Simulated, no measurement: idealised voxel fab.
Presented below is a process module, voxel self aligned contacts.
Xsec cut, 230 nm wide, square cell size 5 nm.
Square cells in a grid make up a cross-section in this document, and the grid is given as bands, listed from the top down, each one or more rows of cells.
Each band's line starts with the height of the band's top and of its bottom, in nm. Then come its materials from left to right, each with its width in nm. One material with "throughout" fills the band from edge to edge. "empty" is empty space.
Measure heights from 0. That's the level where, below it, the as-received wafer is all one material. The lowest band is bottomless and extends downward; write it as in "top 0, no bottom".
The width entry "30..40" should be interpreted row by row: the top row of cells in the band takes the first number, the bottom row takes the second number, and the change between adjacent rows is uniform throughout.
Basically "stayed the same" means that step didn't change any cell in the cross-section.
Entry "Unvented voids" = empty spaces >= 8 cells with no open way to the top; each as width x height at distance, distance from left edge, all nm.
If you see something after the settings on a step's line, that's the simulator's own remark about that step.
overlay nm, on a step with a mask: how far to the right of its planned place the mask lay; to the left if negative

-- Listed below are the process steps as planned
1: RECEIVE, material Si
2: OXIDIZE, depth nm 5
3: DIRECTIONAL_DEP, material polySi, thk nm 30
4: DIRECTIONAL_DEP, material SiN, thk nm 20
5: DIRECTIONAL_DEP, material aC, thk nm 15
6: PATTERN, tone cover, mask id GATE, material resist, width nm 25, pitch nm 50, thk nm 30, overlay nm 0
7: DIRECTIONAL_ETCH, etch materials aC, depth nm 15
8: STRIP, etch materials resist
9: DIRECTIONAL_ETCH, etch materials SiN, depth nm 20
10: DIRECTIONAL_ETCH, etch materials polySi, depth nm 30
11: STRIP, etch materials aC
12: CONFORMAL_DEP, material SiN, thk nm 5
13: DIRECTIONAL_ETCH, etch materials SiN, depth nm 5
14: FILL_DEP, material SiO2, thk nm 20
15: CMP, height nm 60
16: PATTERN, tone open, mask id CONTACT, material resist, width nm 35, thk nm 15, overlay nm 0
17: DIRECTIONAL_ETCH, etch materials SiO2, depth nm 65
18: STRIP, etch materials resist
19: CONFORMAL_DEP, material TiN, thk nm 5
20: FILL_DEP, material Ru, thk nm 5
21: CMP, height nm 60
22: CONFORMAL_DEP, material SiCN, thk nm 5

-- Cross-section: wafer on arrival = after step 1
top 0, no bottom | Si throughout
Unvented voids: none

-- Cross-section: first of two wafers, module finished, run according to plan
top 65, bottom 60 | SiCN throughout
top 60, bottom 50 | SiO2 95, then TiN 5..15, then Ru 25..5, then TiN 5..15, then SiO2 100
top 50, bottom 30 | SiO2 70, then SiN 35, then TiN 5, then Ru 5, then TiN 5, then SiN 35, then SiO2 75
top 30, bottom 0 | SiO2 70, then SiN 5, then polySi 25, then SiN 5, then TiN 5, then Ru 5, then TiN 5, then SiN 5, then polySi 25, then SiN 5, then SiO2 75
top 0, bottom -5 | SiO2 105, then TiN 15, then SiO2 110
top -5, no bottom | Si throughout
Unvented voids: none

-- End-of-module cross-section of the second wafer: identical starting point and process plan to the first, with one processing mistake
top 65, bottom 60 | SiCN throughout
top 60, bottom 35 | SiO2 95, then TiN 5, then Ru 25, then TiN 5, then SiO2 100
top 35, bottom 30 | SiO2 95, then TiN 35, then SiO2 100
top 30, bottom 0 | polySi throughout
top 0, bottom -5 | SiO2 throughout
top -5, no bottom | Si throughout
Unvented voids: none
Run error: heads up, step 4 didn't go per plan, it actually ran as DIRECTIONAL_DEP, material SiO2, thk nm 20
Counted in cells at the end, the second wafer holds more or fewer of these materials than the first: 9 more of Ru, 80 fewer of SiN, 131 fewer of SiO2, 14 fewer of TiN, 216 more of polySi
